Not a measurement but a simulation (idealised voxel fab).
This section sets out a process module, namely voxel gate over fins.
Section cut is 255 nm wide and gridded with 5 nm square cells.
The cross-sections in this document take the form of a grid made of square cells. They are written out as bands, in order from top to bottom. Each band consists of one or more rows of cells.
This entry defines a band. It first specifies the height of the band's top and the height of its bottom in nm, and then specifies the band's materials from left to right, stating each material with its width in nm. The word "all across" identifies a single material that fills the band from edge to edge, while the word "empty" identifies empty space.
It should be noted that heights are counted from 0, beneath which the wafer as supplied is of one material throughout, and that the lowest band possesses no lower boundary but continues downward, as written in "from 0 down".
Per-row width for "30->40": begins at first number (top row of band), ends at second number (bottom row), increment between rows held constant.
Basically "left unchanged" means that step didn't change any cell in the cross-section.
In the "Sealed void inventory" entry, you get each enclosed empty space of 8 cells or more, one with no open way to the top, written width x height at distance, distance from the left edge, in nm.
What comes after the settings on a step's line is commentary from the simulator itself on that step.
If you see "overlay nm" on a step's line and that step has a mask, it's telling you how far right of where it was planned the mask ended up; a negative number means it went left instead.

STEPS IN THE PROCESS PLAN
1 RECEIVE, material Si
2 CONFORMAL_DEP, material SiN, thk nm 10
3 PATTERN, tone cover, mask id FINS, material resist, width nm 15, pitch nm 35, thk nm 15, overlay nm 0
4 DIRECTIONAL_ETCH, etch materials SiN, depth nm 10
5 DIRECTIONAL_ETCH, etch materials Si, depth nm 30
6 STRIP, etch materials resist
7 FILL_DEP, material SiO2, thk nm 5
8 CMP, height nm 10
9 SELECTIVE_ETCH, etch materials SiO2, depth nm 25
10 STRIP, etch materials SiN
11 CONFORMAL_DEP, material HfO2, thk nm 5
12 CONFORMAL_DEP, material TiN, thk nm 5
13 CONFORMAL_DEP, material TiAl, thk nm 5
14 CONFORMAL_DEP, material TiN, thk nm 5
15 FILL_DEP, material W, thk nm 15
16 CMP, height nm 30
17 CONFORMAL_DEP, material SiN, thk nm 10

AS RECEIVED, AFTER STEP 1
* from 0 down = Si all across
* Sealed void inventory: none

THE PLAN ABOVE WAS CARRIED OUT ON THE STARTING STRUCTURE ABOVE WITH ONE MISTAKE, AND THIS CROSS-SECTION SHOWS THE WAFER AT THE END OF THE MODULE
* from 40 to 30 = SiN all across
* from 30 to 20 = W all across
* from 20 to 15 = 40 W, 160 TiN, 55 W
* from 15 to 10 = 40 W, 5 TiN, 150 TiAl, 5 TiN, 55 W
* from 10 to 5 = 40 W, 5 TiN, 5 TiAl, 140 TiN, 5 TiAl, 5 TiN, 55 W
* from 5 to 0 = 45 TiN, 5 TiAl, 5 TiN, 25 HfO2, 10 TiN, 25 HfO2, 10 TiN, 25 HfO2, 10 TiN, 25 HfO2, 5 TiN, 5 TiAl, 60 TiN
* from 0 to -5 = 50 TiAl, 5 TiN, 5 HfO2, 15 Si, 5 HfO2, 10 TiN, 5 HfO2, 15 Si, 5 HfO2, 10 TiN, 5 HfO2, 15 Si, 5 HfO2, 10 TiN, 5 HfO2, 15 Si, 5 HfO2, 5 TiN, 65 TiAl
* from -5 to -10 = 55 TiN, 5 HfO2, 15 Si, 5 HfO2, 10 TiN, 5 HfO2, 15 Si, 5 HfO2, 10 TiN, 5 HfO2, 15 Si, 5 HfO2, 10 TiN, 5 HfO2, 15 Si, 5 HfO2, 70 TiN
* from -10 to -15 = 60 HfO2, 15 Si, 20 HfO2, 15 Si, 20 HfO2, 15 Si, 20 HfO2, 15 Si, 75 HfO2
* from -15 to -30 = 60 SiO2, 15 Si, 20 SiO2, 15 Si, 20 SiO2, 15 Si, 20 SiO2, 15 Si, 75 SiO2
* from -30 down = Si all across
* Sealed void inventory: none
What was done differently from what was planned? so step 3 ended up running with a different setting than we planned, it ran as PATTERN, tone cover, mask id FINS, material resist, width nm 15, pitch nm 35, thk nm 15, overlay nm -5
